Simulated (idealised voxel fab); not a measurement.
The process module that follows is named voxel transistor to metal.
cross-section cut | 285 nm wide | cells 5 nm
Format of a cross-section: grid, square cells. Given as bands. Order: top down. Band: one or more rows of cells.
It is stipulated that each band's entry specify, in nanometres, the height of the top of the band and then that of its bottom, followed by the materials of the band in left-to-right sequence, each together with its width in nanometres. A single material marked by the word "throughout" is understood to fill the band from edge to edge; the word "air" is understood to denote empty space.
Convention: height 0 is the level below which the wafer, as received, is all one material. The lowest band does not terminate at the bottom but continues downward, represented as "0..down".
Width "30->40": first value at the band's top row of cells, second value at its bottom row, equal change from row to row.
Take "nothing got changed" at face value: in the step it is given for, the cross-section changed in none of its cells.
For the entry "Trapped cavities", the listed items are empty spaces with no open way to the top whose size is 8 cells or more; each item follows the pattern width x height at distance, where distance is from the left edge and all three are in nm.
If you see something after the settings on a step's line, that's the simulator's own remark about that step.
overlay nm: mask right of planned place by this much (step with mask). Neg. = left.

This section lists the process steps that were planned:
1 RECEIVE | material Si
2 CONFORMAL_DEP | material SiO2 | thk nm 5
3 CONFORMAL_DEP | material SiN | thk nm 10
4 PATTERN | tone cover | mask id ACTIVE | material resist | width nm 105 | pitch nm 135 | thk nm 20 | overlay nm 0
5 DIRECTIONAL_ETCH | etch materials SiN | depth nm 10
6 DIRECTIONAL_ETCH | etch materials SiO2 | depth nm 5
7 DIRECTIONAL_ETCH | etch materials Si | depth nm 35
8 STRIP | etch materials resist
9 OXIDIZE | depth nm 5
10 FILL_DEP | material SiO2 | thk nm 10
11 CMP | height nm 15
12 SELECTIVE_ETCH | etch materials SiO2 | depth nm 10
13 STRIP | etch materials SiN
14 SELECTIVE_ETCH | etch materials SiO2 | depth nm 5
15 OXIDIZE | depth nm 5
16 DIRECTIONAL_DEP | material polySi | thk nm 25
17 DIRECTIONAL_DEP | material SiCN | thk nm 15
18 MASKED_ETCH | tone cover | mask id GATE | width nm 25 | pitch nm 135 | etch materials SiCN | depth nm 25 | overlay nm 0
19 MASKED_ETCH | tone cover | mask id GATE | width nm 25 | pitch nm 135 | etch materials polySi | depth nm 35 | overlay nm 0
20 CONFORMAL_DEP | material SiN | thk nm 5
21 DIRECTIONAL_ETCH | etch materials SiN | depth nm 5
22 DIRECTIONAL_ETCH | etch materials SiO2 | depth nm 5
23 DIRECTIONAL_ETCH | etch materials Si | depth nm 10
24 EPI | material nSi | thk nm 10
25 FILL_DEP | material SiO2 | thk nm 5
26 CMP | height nm 40
27 DIRECTIONAL_DEP | material SiO2 | thk nm 15
28 PATTERN | tone open | mask id CONTACT | material resist | width nm 15 | thk nm 20 | overlay nm 0
29 DIRECTIONAL_ETCH | etch materials SiO2 | depth nm 60
30 STRIP | etch materials resist
31 CONFORMAL_DEP | material TiN | thk nm 5
32 FILL_DEP | material W | thk nm 5
33 CMP | height nm 55
34 CONFORMAL_DEP | material SiCN | thk nm 5
35 DIRECTIONAL_DEP | material lowk | thk nm 25
36 PATTERN | tone open | mask id METAL_1 | material resist | width nm 15 | thk nm 15 | overlay nm 0
37 DIRECTIONAL_ETCH | etch materials lowk | depth nm 25
38 DIRECTIONAL_ETCH | etch materials SiCN | depth nm 5
39 STRIP | etch materials resist
40 CONFORMAL_DEP | material TiN | thk nm 5
41 FILL_DEP | material Ru | thk nm 10
42 CMP | height nm 85
43 CONFORMAL_DEP | material SiCN | thk nm 5

Shown in cross-section is the wafer as received, that is, as it stands after step 1:
0..down: Si throughout
Trapped cavities: none

Run as planned - first of the two wafers cross-sectioned at the end of the module:
90..85: SiCN throughout
85..60: lowk 25 / TiN 5 / Ru 5 / TiN 5 / lowk 65 / TiN 5 / Ru 5 / TiN 5 / lowk 40 / TiN 5 / Ru 5 / TiN 5 / lowk 65 / TiN 5 / Ru 5 / TiN 5 / lowk 30
60..55: SiCN 25 / TiN 15 / SiCN 65 / TiN 15 / SiCN 40 / TiN 15 / SiCN 65 / TiN 15 / SiCN 30
55..40: SiO2 25 / TiN 5 / W 5 / TiN 5 / SiO2 65 / TiN 5 / W 5 / TiN 5 / SiO2 40 / TiN 5 / W 5 / TiN 5 / SiO2 65 / TiN 5 / W 5 / TiN 5 / SiO2 30
40..25: SiO2 25 / TiN 5 / W 5 / TiN 5 / SiO2 15 / SiN 5 / SiCN 25 / SiN 5 / SiO2 15 / TiN 5 / W 5 / TiN 5 / SiO2 40 / TiN 5 / W 5 / TiN 5 / SiO2 15 / SiN 5 / SiCN 25 / SiN 5 / SiO2 15 / TiN 5 / W 5 / TiN 5 / SiO2 30
25..5: SiO2 25 / TiN 5 / W 5 / TiN 5 / SiO2 15 / SiN 5 / polySi 25 / SiN 5 / SiO2 15 / TiN 5 / W 5 / TiN 5 / SiO2 40 / TiN 5 / W 5 / TiN 5 / SiO2 15 / SiN 5 / polySi 25 / SiN 5 / SiO2 15 / TiN 5 / W 5 / TiN 5 / SiO2 30
5..0: SiO2 25 / TiN 5 / W 5 / TiN 5 / SiO2 5 / nSi 10 / SiN 5 / polySi 25 / SiN 5 / nSi 10 / SiO2 5 / TiN 5 / W 5 / TiN 5 / SiO2 40 / TiN 5 / W 5 / TiN 5 / SiO2 5 / nSi 10 / SiN 5 / polySi 25 / SiN 5 / nSi 10 / SiO2 5 / TiN 5 / W 5 / TiN 5 / SiO2 30
0..-5: SiO2 25 / TiN 15 / SiO2 5 / nSi 10 / SiO2 35 / nSi 10 / SiO2 5 / TiN 15 / SiO2 40 / TiN 15 / SiO2 5 / nSi 10 / SiO2 35 / nSi 10 / SiO2 5 / TiN 15 / SiO2 30
-5..-15: SiO2 25 / nSi 30 / Si 35 / nSi 30 / SiO2 40 / nSi 30 / Si 35 / nSi 30 / SiO2 30
-15..-40: SiO2 25 / Si 95 / SiO2 40 / Si 95 / SiO2 30
-40..down: Si throughout
Trapped cavities: none

This is the second of the two wafers, cross-sectioned at the end of the module; it started exactly like the first and was given the same plan, but it was run with one mistake:
90..85: SiCN throughout
85..60: lowk 25 / TiN 5 / Ru 5 / TiN 5 / lowk 65 / TiN 5 / Ru 5 / TiN 5 / lowk 40 / TiN 5 / Ru 5 / TiN 5 / lowk 65 / TiN 5 / Ru 5 / TiN 5 / lowk 30
60..55: SiCN 25 / TiN 15 / SiCN 65 / TiN 15 / SiCN 40 / TiN 15 / SiCN 65 / TiN 15 / SiCN 30
55..40: SiO2 25 / TiN 5 / W 10 / TiN 5 / SiO2 60 / TiN 5 / W 10 / TiN 5 / SiO2 35 / TiN 5 / W 10 / TiN 5 / SiO2 60 / TiN 5 / W 10 / TiN 5 / SiO2 25
40..25: SiO2 25 / TiN 5 / W 10 / TiN 5 / SiO2 10 / SiN 5 / SiCN 25 / SiN 5 / SiO2 15 / TiN 5 / W 10 / TiN 5 / SiO2 35 / TiN 5 / W 10 / TiN 5 / SiO2 10 / SiN 5 / SiCN 25 / SiN 5 / SiO2 15 / TiN 5 / W 10 / TiN 5 / SiO2 25
25..5: SiO2 25 / TiN 5 / W 10 / TiN 5 / SiO2 10 / SiN 5 / polySi 25 / SiN 5 / SiO2 15 / TiN 5 / W 10 / TiN 5 / SiO2 35 / TiN 5 / W 10 / TiN 5 / SiO2 10 / SiN 5 / polySi 25 / SiN 5 / SiO2 15 / TiN 5 / W 10 / TiN 5 / SiO2 25
5..0: SiO2 25 / TiN 5 / W 10 / TiN 5 / nSi 10 / SiN 5 / polySi 25 / SiN 5 / nSi 10 / SiO2 5 / TiN 5 / W 10 / TiN 5 / SiO2 35 / TiN 5 / W 10 / TiN 5 / nSi 10 / SiN 5 / polySi 25 / SiN 5 / nSi 10 / SiO2 5 / TiN 5 / W 10 / TiN 5 / SiO2 25
0..-5: SiO2 25 / TiN 20 / nSi 10 / SiO2 35 / nSi 10 / SiO2 5 / TiN 20 / SiO2 35 / TiN 20 / nSi 10 / SiO2 35 / nSi 10 / SiO2 5 / TiN 20 / SiO2 25
-5..-15: SiO2 25 / nSi 30 / Si 35 / nSi 30 / SiO2 40 / nSi 30 / Si 35 / nSi 30 / SiO2 30
-15..-40: SiO2 25 / Si 95 / SiO2 40 / Si 95 / SiO2 30
-40..down: Si throughout
Trapped cavities: none
What broke from the plan during processing? rather than as planned, step 28 actually ran as PATTERN | tone open | mask id CONTACT | material resist | width nm 20 | thk nm 20 | overlay nm 0
Materials where the second wafer ends with more or fewer cells than the first: SiO2 -48; TiN +4; W +44
